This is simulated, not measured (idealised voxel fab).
Process module under the name voxel transistor to metal
The figure presents cross-section cut, which has a width of 185 nm and is divided into square cells with an edge length of 5 nm.
We lay out every cross-section as a grid of square cells and spell it out in bands from the top down, where one band means one or more rows of cells. Heads up on the band format: heights come first, top then bottom, in nm. After that it's the materials left to right, each with its width in nm. A single material flagged "full width" fills the whole band edge to edge, and "air" means there's empty space there. Height 0 is the level under which the wafer as received is all one material. The lowest band goes on downwards, as in "0 -> down". You'd read "30..40" like this: the band's top row of cells is as wide as the first number, its bottom row is as wide as the second, and going down, every row changes width by the same amount as the row before did. What does "no modifications" mean for a step? It means no cell of the cross-section changed in that step. The label "Sealed cavities" introduces a list of the empty spaces, 8 cells or larger, that have no open way up to the top; each entry in it reads width x height at distance, where the distance is taken from the left edge and all three are stated in nm. Post-settings text on a step line: simulator's own remark regarding the step. A step's line can hold "overlay nm"; with a mask on that step, the setting says how far right of the planned place the mask lay, while a negative setting says it lay to the left. Layout of what follows: cross-section pairs, each bracketing one process step, the after cross-section shown only to the lowest band that changed, the step between and its settings noted under each pair. Pairs may originate in different runs of this module on the same starting wafer; a pair continues from the pair above only where its entry headed "Pre-step section" says so.
Pre-step section:
    120 -> 115  45 TiN | 5 air | 85 TiN | 5 air | 45 TiN
    115 -> 85  40 lowk | 5 TiN | 5 air | 5 TiN | 75 lowk | 5 TiN | 5 air | 5 TiN | 40 lowk
    85 -> 80  40 SiCN | 15 TiN | 75 SiCN | 15 TiN | 40 SiCN
    80 -> 75  Ru full width
    75 -> 65  Cu full width
    65 -> 60  45 TiN | 5 Cu | 85 TiN | 5 Cu | 45 TiN
    60 -> 35  40 lowk | 5 TiN | 5 Cu | 5 TiN | 75 lowk | 5 TiN | 5 Cu | 5 TiN | 40 lowk
    35 -> 30  40 SiCN | 15 TiN | 75 SiCN | 15 TiN | 40 SiCN
    30 -> 20  40 SiO2 | 5 TiN | 5 W | 5 TiN | 75 SiO2 | 5 TiN | 5 W | 5 TiN | 40 SiO2
    20 -> 5  40 SiO2 | 5 TiN | 5 W | 5 TiN | 15 SiO2 | 5 SiN | 5 HfO2 | 5 TiN | 15 W | 5 TiN | 5 HfO2 | 5 SiN | 15 SiO2 | 5 TiN | 5 W | 5 TiN | 40 SiO2
    5 -> 0  40 SiO2 | 5 TiN | 5 W | 5 TiN | 15 pSi | 5 SiN | 5 HfO2 | 5 TiN | 15 W | 5 TiN | 5 HfO2 | 5 SiN | 15 pSi | 5 TiN | 5 W | 5 TiN | 40 SiO2
    0 -> -5  30 SiO2 | 5 SiN | 5 SiO2 | 15 TiN | 15 pSi | 5 SiN | 5 HfO2 | 25 TiN | 5 HfO2 | 5 SiN | 15 pSi | 15 TiN | 5 SiO2 | 5 SiN | 30 SiO2
    -5 -> -10  35 SiO2 | 35 pSi | 45 HfO2 | 35 pSi | 35 SiO2
    -10 -> -20  40 SiO2 | 30 pSi | 45 Si | 30 pSi | 40 SiO2
    -20 -> -40  40 SiO2 | 105 Si | 40 SiO2
    -40 -> down  Si full width
    Sealed cavities: none
State After Step:
    125 -> 120  Cu full width
    120 -> 115  45 TiN | 5 Cu | 85 TiN | 5 Cu | 45 TiN
    115 -> 85  40 lowk | 5 TiN | 5 Cu | 5 TiN | 75 lowk | 5 TiN | 5 Cu | 5 TiN | 40 lowk
    Anything lower than 85 is untouched.
    Sealed cavities: none
the step between: FILL_DEP [material Cu] [thk nm 5]
Pre-step section: no separate figure, the pair right above already shows it after its step.
State After Step:
    100 -> 85  40 lowk | 5 TiN | 5 Cu | 5 TiN | 75 lowk | 5 TiN | 5 Cu | 5 TiN | 40 lowk
    Anything lower than 85 is untouched.
    Sealed cavities: none
the step between: CMP [height nm 100]
Pre-step section: no separate figure, the pair right above already shows it after its step.
State After Step:
    105 -> 100  SiCN full width
    Anything lower than 100 is untouched.
    Sealed cavities: none
the step between: CONFORMAL_DEP [material SiCN] [thk nm 5]
Pre-step section:
    30 -> 15  35 air | 115 resist | 35 air
    15 -> 0  35 air | 115 SiN | 35 air
    0 -> -5  35 air | 115 SiO2 | 35 air
    -5 -> -35  35 air | 115 Si | 35 air
    -35 -> down  Si full width
    Sealed cavities: none
State After Step:
    30 -> 15  35 air | 115 resist | 35 air
    15 -> 0  35 air | 115 SiN | 35 air
    0 -> -5  35 air | 115 SiO2 | 35 air
    -5 -> -65  35 air | 115 Si | 35 air
    Anything lower than -65 is untouched.
    Sealed cavities: none
the step between: DIRECTIONAL_ETCH [etch materials Si] [depth nm 30]
Pre-step section: no separate figure, the pair right above already shows it after its step.
State After Step:
    15 -> 0  35 air | 115 SiN | 35 air
    Anything lower than 0 is untouched.
    Sealed cavities: none
the step between: STRIP [etch materials resist]
Pre-step section: no separate figure, the pair right above already shows it after its step.
State After Step:
    15 -> 0  35 air | 115 SiN | 35 air
    0 -> -5  35 air | 115 SiO2 | 35 air
    -5 -> -65  35 air | 5 SiO2 | 105 Si | 5 SiO2 | 35 air
    -65 -> -70  40 SiO2 | 105 Si | 40 SiO2
    Anything lower than -70 is untouched.
    Sealed cavities: none
the step between: OXIDIZE [depth nm 5]
Pre-step section: no separate figure, the pair right above already shows it after its step.
State After Step:
    25 -> 15  SiO2 full width
    15 -> 0  35 SiO2 | 115 SiN | 35 SiO2
    0 -> -5  SiO2 full width
    -5 -> -70  40 SiO2 | 105 Si | 40 SiO2
    Anything lower than -70 is untouched.
    Sealed cavities: none
the step between: FILL_DEP [material SiO2] [thk nm 10]
Pre-step section: no separate figure, the pair right above already shows it after its step.
State After Step:
    15 -> 0  35 SiO2 | 115 SiN | 35 SiO2
    Anything lower than 0 is untouched.
    Sealed cavities: none
the step between: CMP [height nm 15]
Pre-step section: no separate figure, the pair right above already shows it after its step.
State After Step:
    15 -> 5  35 air | 115 SiN | 35 air
    Anything lower than 5 is untouched.
    Sealed cavities: none
the step between: SELECTIVE_ETCH [etch materials SiO2] [depth nm 10]
Pre-step section: no separate figure, the pair right above already shows it after its step.
State After Step:
    5 -> 0  35 SiO2 | 115 air | 35 SiO2
    Anything lower than 0 is untouched.
    Sealed cavities: none
the step between: STRIP [etch materials SiN]
Pre-step section: no separate figure, the pair right above already shows it after its step.
State After Step:
    0 -> -5  30 SiO2 | 125 air | 30 SiO2
    Anything lower than -5 is untouched.
    Sealed cavities: none
the step between: SELECTIVE_ETCH [etch materials SiO2] [depth nm 5]
Pre-step section: no separate figure, the pair right above already shows it after its step.
State After Step:
    0 -> -5  30 SiO2 | 125 air | 30 SiO2
    -5 -> -10  SiO2 full width
    Anything lower than -10 is untouched.
    Sealed cavities: none
the step between: OXIDIZE [depth nm 5]
Pre-step section: no separate figure, the pair right above already shows it after its step.
State After Step:
    30 -> 25  30 polySi | 125 air | 30 polySi
    25 -> 0  polySi full width
    0 -> -5  30 SiO2 | 125 polySi | 30 SiO2
    Anything lower than -5 is untouched.
    Sealed cavities: none
the step between: DIRECTIONAL_DEP [material polySi] [thk nm 30]
Pre-step section: no separate figure, the pair right above already shows it after its step.
State After Step:
    45 -> 40  30 SiCN | 125 air | 30 SiCN
    40 -> 30  SiCN full width
    30 -> 25  30 polySi | 125 SiCN | 30 polySi
    Anything lower than 25 is untouched.
    Sealed cavities: none
the step between: DIRECTIONAL_DEP [material SiCN] [thk nm 15]
Pre-step section: no separate figure, the pair right above already shows it after its step.
State After Step:
    65 -> 45  75 air | 35 resist | 75 air
    45 -> 40  30 SiCN | 45 air | 35 resist | 45 air | 30 SiCN
    Anything lower than 40 is untouched.
    Sealed cavities: none
the step between: PATTERN [tone cover] [mask id GATE] [material resist] [width nm 35] [thk nm 20] [overlay nm 0]
Pre-step section: no separate figure, the pair right above already shows it after its step.
State After Step:
    65 -> 40  75 air | 35 resist | 75 air
    40 -> 30  75 air | 35 SiCN | 75 air
    30 -> 25  30 polySi | 45 air | 35 SiCN | 45 air | 30 polySi
    Anything lower than 25 is untouched.
    Sealed cavities: none
the step between: DIRECTIONAL_ETCH [etch materials SiCN] [depth nm 25]
Pre-step section: no separate figure, the pair right above already shows it after its step.
State After Step:
    65 -> 40  75 air | 35 resist | 75 air
    40 -> 25  75 air | 35 SiCN | 75 air
    25 -> 0  75 air | 35 polySi | 75 air
    0 -> -5  30 SiO2 | 45 air | 35 polySi | 45 air | 30 SiO2
    Anything lower than -5 is untouched.
    Sealed cavities: none
the step between: DIRECTIONAL_ETCH [etch materials polySi] [depth nm 40]
Pre-step section: no separate figure, the pair right above already shows it after its step.
State After Step:
    40 -> 25  75 air | 35 SiCN | 75 air
    Anything lower than 25 is untouched.
    Sealed cavities: none
the step between: STRIP [etch materials resist]
Pre-step section: no separate figure, the pair right above already shows it after its step.
State After Step:
    45 -> 40  70 air | 45 SiN | 70 air
    40 -> 25  70 air | 5 SiN | 35 SiCN | 5 SiN | 70 air
    25 -> 5  70 air | 5 SiN | 35 polySi | 5 SiN | 70 air
    5 -> 0  35 SiN | 35 air | 5 SiN | 35 polySi | 5 SiN | 35 air | 35 SiN
    0 -> -5  30 SiO2 | 45 SiN | 35 polySi | 45 SiN | 30 SiO2
    Anything lower than -5 is untouched.
    Sealed cavities: none
the step between: CONFORMAL_DEP [material SiN] [thk nm 5]
Pre-step section: no separate figure, the pair right above already shows it after its step.
State After Step:
    40 -> 25  70 air | 5 SiN | 35 SiCN | 5 SiN | 70 air
    25 -> 0  70 air | 5 SiN | 35 polySi | 5 SiN | 70 air
    0 -> -5  30 SiO2 | 5 SiN | 35 air | 5 SiN | 35 polySi | 5 SiN | 35 air | 5 SiN | 30 SiO2
    Anything lower than -5 is untouched.
    Sealed cavities: none
the step between: DIRECTIONAL_ETCH [etch materials SiN] [depth nm 5]
Pre-step section: no separate figure, the pair right above already shows it after its step.
State After Step:
    40 -> 25  70 air | 5 SiN | 35 SiCN | 5 SiN | 70 air
    25 -> 0  70 air | 5 SiN | 35 polySi | 5 SiN | 70 air
    0 -> -5  30 air | 5 SiN | 35 air | 5 SiN | 35 polySi | 5 SiN | 35 air | 5 SiN | 30 air
    -5 -> -10  35 SiO2 | 35 air | 45 SiO2 | 35 air | 35 SiO2
    Anything lower than -10 is untouched.
    Sealed cavities: none
the step between: DIRECTIONAL_ETCH [etch materials SiO2] [depth nm 5]
Pre-step section: no separate figure, the pair right above already shows it after its step.
State After Step:
    40 -> 25  70 air | 5 SiN | 35 SiCN | 5 SiN | 70 air
    25 -> 0  70 air | 5 SiN | 35 polySi | 5 SiN | 70 air
    0 -> -5  30 air | 5 SiN | 35 air | 5 SiN | 35 polySi | 5 SiN | 35 air | 5 SiN | 30 air
    -5 -> -10  35 SiO2 | 35 air | 45 SiO2 | 35 air | 35 SiO2
    -10 -> -20  40 SiO2 | 30 air | 45 Si | 30 air | 40 SiO2
    Anything lower than -20 is untouched.
    Sealed cavities: none
the step between: DIRECTIONAL_ETCH [etch materials Si] [depth nm 10]
Pre-step section: no separate figure, the pair right above already shows it after its step.
State After Step:
    40 -> 25  70 air | 5 SiN | 35 SiCN | 5 SiN | 70 air
    25 -> 5  70 air | 5 SiN | 35 polySi | 5 SiN | 70 air
    5 -> 0  55 air | 15 pSi | 5 SiN | 35 polySi | 5 SiN | 15 pSi | 55 air
    0 -> -5  30 air | 5 SiN | 20 air | 15 pSi | 5 SiN | 35 polySi | 5 SiN | 15 pSi | 20 air | 5 SiN | 30 air
    -5 -> -10  35 SiO2 | 35 pSi | 45 SiO2 | 35 pSi | 35 SiO2
    -10 -> -20  40 SiO2 | 30 pSi | 45 Si | 30 pSi | 40 SiO2
    Anything lower than -20 is untouched.
    Sealed cavities: none
the step between: EPI [material pSi] [thk nm 15]
Pre-step section: no separate figure, the pair right above already shows it after its step.
State After Step:
    45 -> 40  SiO2 full width
    40 -> 25  70 SiO2 | 5 SiN | 35 SiCN | 5 SiN | 70 SiO2
    25 -> 5  70 SiO2 | 5 SiN | 35 polySi | 5 SiN | 70 SiO2
    5 -> 0  55 SiO2 | 15 pSi | 5 SiN | 35 polySi | 5 SiN | 15 pSi | 55 SiO2
    0 -> -5  30 SiO2 | 5 SiN | 20 SiO2 | 15 pSi | 5 SiN | 35 polySi | 5 SiN | 15 pSi | 20 SiO2 | 5 SiN | 30 SiO2
    Anything lower than -5 is untouched.
    Sealed cavities: none
the step between: FILL_DEP [material SiO2] [thk nm 5]
Pre-step section: no separate figure, the pair right above already shows it after its step.
State After Step:
    25 -> 5  70 SiO2 | 5 SiN | 35 polySi | 5 SiN | 70 SiO2
    Anything lower than 5 is untouched.
    Sealed cavities: none
the step between: CMP [height nm 25]
Pre-step section: no separate figure, the pair right above already shows it after its step.
State After Step:
    25 -> 5  70 SiO2 | 5 SiN | 35 air | 5 SiN | 70 SiO2
    5 -> 0  55 SiO2 | 15 pSi | 5 SiN | 35 air | 5 SiN | 15 pSi | 55 SiO2
    0 -> -5  30 SiO2 | 5 SiN | 20 SiO2 | 15 pSi | 5 SiN | 35 air | 5 SiN | 15 pSi | 20 SiO2 | 5 SiN | 30 SiO2
    Anything lower than -5 is untouched.
    Sealed cavities: none
the step between: STRIP [etch materials polySi]
Pre-step section: no separate figure, the pair right above already shows it after its step.
State After Step:
    25 -> 20  70 air | 5 SiN | 35 air | 5 SiN | 70 air
    20 -> 5  70 SiO2 | 5 SiN | 35 air | 5 SiN | 70 SiO2
    5 -> 0  55 SiO2 | 15 pSi | 5 SiN | 35 air | 5 SiN | 15 pSi | 55 SiO2
    0 -> -5  30 SiO2 | 5 SiN | 20 SiO2 | 15 pSi | 5 SiN | 35 air | 5 SiN | 15 pSi | 20 SiO2 | 5 SiN | 30 SiO2
    -5 -> -10  35 SiO2 | 35 pSi | 45 air | 35 pSi | 35 SiO2
    Anything lower than -10 is untouched.
    Sealed cavities: none
the step between: SELECTIVE_ETCH [etch materials SiO2] [depth nm 5]
Pre-step section: no separate figure, the pair right above already shows it after its step.
State After Step:
    30 -> 25  65 air | 15 HfO2 | 25 air | 15 HfO2 | 65 air
    25 -> 20  70 HfO2 | 5 SiN | 5 HfO2 | 25 air | 5 HfO2 | 5 SiN | 70 HfO2
    20 -> 5  70 SiO2 | 5 SiN | 5 HfO2 | 25 air | 5 HfO2 | 5 SiN | 70 SiO2
    5 -> 0  55 SiO2 | 15 pSi | 5 SiN | 5 HfO2 | 25 air | 5 HfO2 | 5 SiN | 15 pSi | 55 SiO2
    0 -> -5  30 SiO2 | 5 SiN | 20 SiO2 | 15 pSi | 5 SiN | 5 HfO2 | 25 air | 5 HfO2 | 5 SiN | 15 pSi | 20 SiO2 | 5 SiN | 30 SiO2
    -5 -> -10  35 SiO2 | 35 pSi | 45 HfO2 | 35 pSi | 35 SiO2
    Anything lower than -10 is untouched.
    Sealed cavities: none
the step between: CONFORMAL_DEP [material HfO2] [thk nm 5]
Pre-step section: no separate figure, the pair right above already shows it after its step.
State After Step:
    35 -> 30  60 air | 25 TiN | 15 air | 25 TiN | 60 air
    30 -> 25  65 TiN | 15 HfO2 | 5 TiN | 15 air | 5 TiN | 15 HfO2 | 65 TiN
    25 -> 20  70 HfO2 | 5 SiN | 5 HfO2 | 5 TiN | 15 air | 5 TiN | 5 HfO2 | 5 SiN | 70 HfO2
    20 -> 5  70 SiO2 | 5 SiN | 5 HfO2 | 5 TiN | 15 air | 5 TiN | 5 HfO2 | 5 SiN | 70 SiO2
    5 -> 0  55 SiO2 | 15 pSi | 5 SiN | 5 HfO2 | 5 TiN | 15 air | 5 TiN | 5 HfO2 | 5 SiN | 15 pSi | 55 SiO2
    0 -> -5  30 SiO2 | 5 SiN | 20 SiO2 | 15 pSi | 5 SiN | 5 HfO2 | 25 TiN | 5 HfO2 | 5 SiN | 15 pSi | 20 SiO2 | 5 SiN | 30 SiO2
    Anything lower than -5 is untouched.
    Sealed cavities: none
the step between: CONFORMAL_DEP [material TiN] [thk nm 5]
Pre-step section: no separate figure, the pair right above already shows it after its step.
State After Step:
    45 -> 35  W full width
    35 -> 30  60 W | 25 TiN | 15 W | 25 TiN | 60 W
    30 -> 25  65 TiN | 15 HfO2 | 5 TiN | 15 W | 5 TiN | 15 HfO2 | 65 TiN
    25 -> 20  70 HfO2 | 5 SiN | 5 HfO2 | 5 TiN | 15 W | 5 TiN | 5 HfO2 | 5 SiN | 70 HfO2
    20 -> 5  70 SiO2 | 5 SiN | 5 HfO2 | 5 TiN | 15 W | 5 TiN | 5 HfO2 | 5 SiN | 70 SiO2
    5 -> 0  55 SiO2 | 15 pSi | 5 SiN | 5 HfO2 | 5 TiN | 15 W | 5 TiN | 5 HfO2 | 5 SiN | 15 pSi | 55 SiO2
    Anything lower than 0 is untouched.
    Sealed cavities: none
the step between: FILL_DEP [material W] [thk nm 10]
Pre-step section: no separate figure, the pair right above already shows it after its step.
State After Step:
    20 -> 5  70 SiO2 | 5 SiN | 5 HfO2 | 5 TiN | 15 W | 5 TiN | 5 HfO2 | 5 SiN | 70 SiO2
    Anything lower than 5 is untouched.
    Sealed cavities: none
the step between: CMP [height nm 20]
Pre-step section: no separate figure, the pair right above already shows it after its step.
State After Step:
    30 -> 20  SiO2 full width
    Anything lower than 20 is untouched.
    Sealed cavities: none
the step between: DIRECTIONAL_DEP [material SiO2] [thk nm 10]
Pre-step section: no separate figure, the pair right above already shows it after its step.
State After Step:
    45 -> 30  40 resist | 15 air | 75 resist | 15 air | 40 resist
    Anything lower than 30 is untouched.
    Sealed cavities: none
the step between: PATTERN [tone open] [mask id CONTACT] [material resist] [width nm 15] [pitch nm 90] [thk nm 15] [overlay nm 0]
Pre-step section: no separate figure, the pair right above already shows it after its step.
State After Step:
    45 -> 30  40 resist | 15 air | 75 resist | 15 air | 40 resist
    30 -> 20  40 SiO2 | 15 air | 75 SiO2 | 15 air | 40 SiO2
    20 -> 5  40 SiO2 | 15 air | 15 SiO2 | 5 SiN | 5 HfO2 | 5 TiN | 15 W | 5 TiN | 5 HfO2 | 5 SiN | 15 SiO2 | 15 air | 40 SiO2
    5 -> 0  40 SiO2 | 15 air | 15 pSi | 5 SiN | 5 HfO2 | 5 TiN | 15 W | 5 TiN | 5 HfO2 | 5 SiN | 15 pSi | 15 air | 40 SiO2
    0 -> -5  30 SiO2 | 5 SiN | 5 SiO2 | 15 air | 15 pSi | 5 SiN | 5 HfO2 | 25 TiN | 5 HfO2 | 5 SiN | 15 pSi | 15 air | 5 SiO2 | 5 SiN | 30 SiO2
    Anything lower than -5 is untouched.
    Sealed cavities: none
the step between: DIRECTIONAL_ETCH [etch materials SiO2] [depth nm 35]
Pre-step section: no separate figure, the pair right above already shows it after its step.
State After Step:
    30 -> 20  40 SiO2 | 15 air | 75 SiO2 | 15 air | 40 SiO2
    Anything lower than 20 is untouched.
    Sealed cavities: none
the step between: STRIP [etch materials resist]
Pre-step section: no separate figure, the pair right above already shows it after its step.
State After Step:
    35 -> 30  45 TiN | 5 air | 85 TiN | 5 air | 45 TiN
    30 -> 20  40 SiO2 | 5 TiN | 5 air | 5 TiN | 75 SiO2 | 5 TiN | 5 air | 5 TiN | 40 SiO2
    20 -> 5  40 SiO2 | 5 TiN | 5 air | 5 TiN | 15 SiO2 | 5 SiN | 5 HfO2 | 5 TiN | 15 W | 5 TiN | 5 HfO2 | 5 SiN | 15 SiO2 | 5 TiN | 5 air | 5 TiN | 40 SiO2
    5 -> 0  40 SiO2 | 5 TiN | 5 air | 5 TiN | 15 pSi | 5 SiN | 5 HfO2 | 5 TiN | 15 W | 5 TiN | 5 HfO2 | 5 SiN | 15 pSi | 5 TiN | 5 air | 5 TiN | 40 SiO2
    0 -> -5  30 SiO2 | 5 SiN | 5 SiO2 | 15 TiN | 15 pSi | 5 SiN | 5 HfO2 | 25 TiN | 5 HfO2 | 5 SiN | 15 pSi | 15 TiN | 5 SiO2 | 5 SiN | 30 SiO2
    Anything lower than -5 is untouched.
    Sealed cavities: none
the step between: CONFORMAL_DEP [material TiN] [thk nm 5]
Pre-step section: no separate figure, the pair right above already shows it after its step.
State After Step:
    45 -> 35  W full width
    35 -> 30  45 TiN | 5 W | 85 TiN | 5 W | 45 TiN
    30 -> 20  40 SiO2 | 5 TiN | 5 W | 5 TiN | 75 SiO2 | 5 TiN | 5 W | 5 TiN | 40 SiO2
    20 -> 5  40 SiO2 | 5 TiN | 5 W | 5 TiN | 15 SiO2 | 5 SiN | 5 HfO2 | 5 TiN | 15 W | 5 TiN | 5 HfO2 | 5 SiN | 15 SiO2 | 5 TiN | 5 W | 5 TiN | 40 SiO2
    5 -> 0  40 SiO2 | 5 TiN | 5 W | 5 TiN | 15 pSi | 5 SiN | 5 HfO2 | 5 TiN | 15 W | 5 TiN | 5 HfO2 | 5 SiN | 15 pSi | 5 TiN | 5 W | 5 TiN | 40 SiO2
    Anything lower than 0 is untouched.
    Sealed cavities: none
the step between: FILL_DEP [material W] [thk nm 10]
Pre-step section: no separate figure, the pair right above already shows it after its step.
State After Step:
    30 -> 20  40 SiO2 | 5 TiN | 5 W | 5 TiN | 75 SiO2 | 5 TiN | 5 W | 5 TiN | 40 SiO2
    Anything lower than 20 is untouched.
    Sealed cavities: none
the step between: CMP [height nm 30]
Pre-step section: no separate figure, the pair right above already shows it after its step.
State After Step:
    35 -> 30  SiCN full width
    Anything lower than 30 is untouched.
    Sealed cavities: none
the step between: CONFORMAL_DEP [material SiCN] [thk nm 5]
Pre-step section: no separate figure, the pair right above already shows it after its step.
State After Step:
    60 -> 35  lowk full width
    Anything lower than 35 is untouched.
    Sealed cavities: none
the step between: DIRECTIONAL_DEP [material lowk] [thk nm 25]
Pre-step section: no separate figure, the pair right above already shows it after its step.
State After Step:
    75 -> 60  40 resist | 15 air | 75 resist | 15 air | 40 resist
    Anything lower than 60 is untouched.
    Sealed cavities: none
the step between: PATTERN [tone open] [mask id METAL_1] [material resist] [width nm 15] [pitch nm 90] [thk nm 15] [overlay nm 0]
Pre-step section: no separate figure, the pair right above already shows it after its step.
State After Step:
    75 -> 60  40 resist | 15 air | 75 resist | 15 air | 40 resist
    60 -> 35  40 lowk | 15 air | 75 lowk | 15 air | 40 lowk
    Anything lower than 35 is untouched.
    Sealed cavities: none
the step between: DIRECTIONAL_ETCH [etch materials lowk] [depth nm 25]
Pre-step section: no separate figure, the pair right above already shows it after its step.
State After Step:
    75 -> 60  40 resist | 15 air | 75 resist | 15 air | 40 resist
    60 -> 35  40 lowk | 15 air | 75 lowk | 15 air | 40 lowk
    35 -> 30  40 SiCN | 15 air | 75 SiCN | 15 air | 40 SiCN
    Anything lower than 30 is untouched.
    Sealed cavities: none
the step between: DIRECTIONAL_ETCH [etch materials SiCN] [depth nm 5]
Pre-step section: no separate figure, the pair right above already shows it after its step.
State After Step:
    60 -> 35  40 lowk | 15 air | 75 lowk | 15 air | 40 lowk
    Anything lower than 35 is untouched.
    Sealed cavities: none
the step between: STRIP [etch materials resist]
Pre-step section: no separate figure, the pair right above already shows it after its step.
State After Step:
    65 -> 60  45 TiN | 5 air | 85 TiN | 5 air | 45 TiN
    60 -> 35  40 lowk | 5 TiN | 5 air | 5 TiN | 75 lowk | 5 TiN | 5 air | 5 TiN | 40 lowk
    35 -> 30  40 SiCN | 15 TiN | 75 SiCN | 15 TiN | 40 SiCN
    Anything lower than 30 is untouched.
    Sealed cavities: none
the step between: CONFORMAL_DEP [material TiN] [thk nm 5]
Pre-step section: no separate figure, the pair right above already shows it after its step.
State After Step:
    75 -> 65  Cu full width
    65 -> 60  45 TiN | 5 Cu | 85 TiN | 5 Cu | 45 TiN
    60 -> 35  40 lowk | 5 TiN | 5 Cu | 5 TiN | 75 lowk | 5 TiN | 5 Cu | 5 TiN | 40 lowk
    Anything lower than 35 is untouched.
    Sealed cavities: none
the step between: FILL_DEP [material Cu] [thk nm 10]
Pre-step section: no separate figure, the pair right above already shows it after its step.
State After Step:
    60 -> 35  40 lowk | 5 TiN | 5 Cu | 5 TiN | 75 lowk | 5 TiN | 5 Cu | 5 TiN | 40 lowk
    Anything lower than 35 is untouched.
    Sealed cavities: none
the step between: CMP [height nm 60]
Pre-step section: no separate figure, the pair right above already shows it after its step.
State After Step:
    65 -> 60  35 air | 25 Ru | 65 air | 25 Ru | 35 air
    Anything lower than 60 is untouched.
    Sealed cavities: none
the step between: EPI [material Ru] [thk nm 5]
Pre-step section: no separate figure, the pair right above already shows it after its step.
State After Step:
    70 -> 65  SiCN full width
    65 -> 60  35 SiCN | 25 Ru | 65 SiCN | 25 Ru | 35 SiCN
    Anything lower than 60 is untouched.
    Sealed cavities: none
the step between: FILL_DEP [material SiCN] [thk nm 5]
Pre-step section: no separate figure, the pair right above already shows it after its step.
State After Step:
    100 -> 70  lowk full width
    Anything lower than 70 is untouched.
    Sealed cavities: none
the step between: DIRECTIONAL_DEP [material lowk] [thk nm 30]
Pre-step section: no separate figure, the pair right above already shows it after its step.
State After Step:
    100 -> 80  40 lowk | 15 air | 75 lowk | 15 air | 40 lowk
    Anything lower than 80 is untouched.
    Sealed cavities: none
the step between: MASKED_ETCH [tone open] [mask id METAL_2] [width nm 15] [pitch nm 90] [etch materials lowk] [depth nm 20] [overlay nm 0]
Pre-step section: no separate figure, the pair right above already shows it after its step.
State After Step:
    120 -> 100  40 resist | 15 air | 75 resist | 15 air | 40 resist
    Anything lower than 100 is untouched.
    Sealed cavities: none
the step between: PATTERN [tone open] [mask id METAL_2_HOLES] [material resist] [width nm 15] [pitch nm 90] [thk nm 20] [overlay nm 0]
Pre-step section: no separate figure, the pair right above already shows it after its step.
State After Step:
    120 -> 100  40 resist | 15 air | 75 resist | 15 air | 40 resist
    100 -> 70  40 lowk | 15 air | 75 lowk | 15 air | 40 lowk
    Anything lower than 70 is untouched.
    Sealed cavities: none
the step between: DIRECTIONAL_ETCH [etch materials lowk] [depth nm 10]
Pre-step section: no separate figure, the pair right above already shows it after its step.
State After Step:
    120 -> 100  40 resist | 15 air | 75 resist | 15 air | 40 resist
    100 -> 70  40 lowk | 15 air | 75 lowk | 15 air | 40 lowk
    70 -> 65  40 SiCN | 15 air | 75 SiCN | 15 air | 40 SiCN
    Anything lower than 65 is untouched.
    Sealed cavities: none
the step between: DIRECTIONAL_ETCH [etch materials SiCN] [depth nm 5]
Pre-step section: no separate figure, the pair right above already shows it after its step.
State After Step:
    100 -> 70  40 lowk | 15 air | 75 lowk | 15 air | 40 lowk
    Anything lower than 70 is untouched.
    Sealed cavities: none
the step between: STRIP [etch materials resist]
Pre-step section: no separate figure, the pair right above already shows it after its step.
State After Step:
    105 -> 100  45 TiN | 5 air | 85 TiN | 5 air | 45 TiN
    100 -> 70  40 lowk | 5 TiN | 5 air | 5 TiN | 75 lowk | 5 TiN | 5 air | 5 TiN | 40 lowk
    70 -> 65  40 SiCN | 15 TiN | 75 SiCN | 15 TiN | 40 SiCN
    Anything lower than 65 is untouched.
    Sealed cavities: none
the step between: CONFORMAL_DEP [material TiN] [thk nm 5]
Pre-step section: no separate figure, the pair right above already shows it after its step.
State After Step:
    110 -> 105  Cu full width
    105 -> 100  45 TiN | 5 Cu | 85 TiN | 5 Cu | 45 TiN
    100 -> 70  40 lowk | 5 TiN | 5 Cu | 5 TiN | 75 lowk | 5 TiN | 5 Cu | 5 TiN | 40 lowk
    Anything lower than 70 is untouched.
    Sealed cavities: none
the step between: FILL_DEP [material Cu] [thk nm 5]
Pre-step section: no separate figure, the pair right above already shows it after its step.
State After Step:
    100 -> 70  40 lowk | 5 TiN | 5 Cu | 5 TiN | 75 lowk | 5 TiN | 5 Cu | 5 TiN | 40 lowk
    Anything lower than 70 is untouched.
    Sealed cavities: none
the step between: CMP [height nm 100]
Pre-step section: no separate figure, the pair right above already shows it after its step.
State After Step:
    105 -> 100  SiCN full width
    Anything lower than 100 is untouched.
    Sealed cavities: none
the step between: CONFORMAL_DEP [material SiCN] [thk nm 5]
Pre-step section:
    40 -> 25  70 air | 5 SiN | 35 SiCN | 5 SiN | 70 air
    25 -> 0  70 air | 5 SiN | 35 polySi | 5 SiN | 70 air
    0 -> -5  30 air | 5 SiN | 35 air | 5 SiN | 35 polySi | 5 SiN | 35 air | 5 SiN | 30 air
    -5 -> -10  35 SiO2 | 35 air | 45 SiO2 | 35 air | 35 SiO2
    -10 -> -40  40 SiO2 | 105 Si | 40 SiO2
    -40 -> down  Si full width
    Sealed cavities: none
State After Step:
    40 -> 25  70 air | 5 SiN | 35 SiCN | 5 SiN | 70 air
    25 -> 5  70 air | 5 SiN | 35 polySi | 5 SiN | 70 air
    5 -> 0  30 air | 40 pSi | 5 SiN | 35 polySi | 5 SiN | 40 pSi | 30 air
    0 -> -5  30 air | 5 SiN | 35 pSi | 5 SiN | 35 polySi | 5 SiN | 35 pSi | 5 SiN | 30 air
    -5 -> -10  35 SiO2 | 35 pSi | 45 SiO2 | 35 pSi | 35 SiO2
    Anything lower than -10 is untouched.
    Sealed cavities: none
the step between: EPI [material pSi] [thk nm 15]
Pre-step section: no separate figure, the pair right above already shows it after its step.
State After Step:
    40 -> 25  70 air | 5 SiN | 35 SiCN | 5 SiN | 70 air
    25 -> 0  70 air | 5 SiN | 35 polySi | 5 SiN | 70 air
    0 -> -5  30 air | 5 SiN | 35 air | 5 SiN | 35 polySi | 5 SiN | 35 air | 5 SiN | 30 air
    Anything lower than -5 is untouched.
    Sealed cavities: none
the step between: DIRECTIONAL_ETCH [etch materials Si] [depth nm 10]
Pre-step section: no separate figure, the pair right above already shows it after its step.
State After Step:
    45 -> 40  SiO2 full width
    40 -> 25  70 SiO2 | 5 SiN | 35 SiCN | 5 SiN | 70 SiO2
    25 -> 0  70 SiO2 | 5 SiN | 35 polySi | 5 SiN | 70 SiO2
    0 -> -5  30 SiO2 | 5 SiN | 35 SiO2 | 5 SiN | 35 polySi | 5 SiN | 35 SiO2 | 5 SiN | 30 SiO2
    Anything lower than -5 is untouched.
    Sealed cavities: none
the step between: FILL_DEP [material SiO2] [thk nm 5]
Pre-step section: no separate figure, the pair right above already shows it after its step.
State After Step:
    25 -> 0  70 SiO2 | 5 SiN | 35 polySi | 5 SiN | 70 SiO2
    Anything lower than 0 is untouched.
    Sealed cavities: none
the step between: CMP [height nm 25]
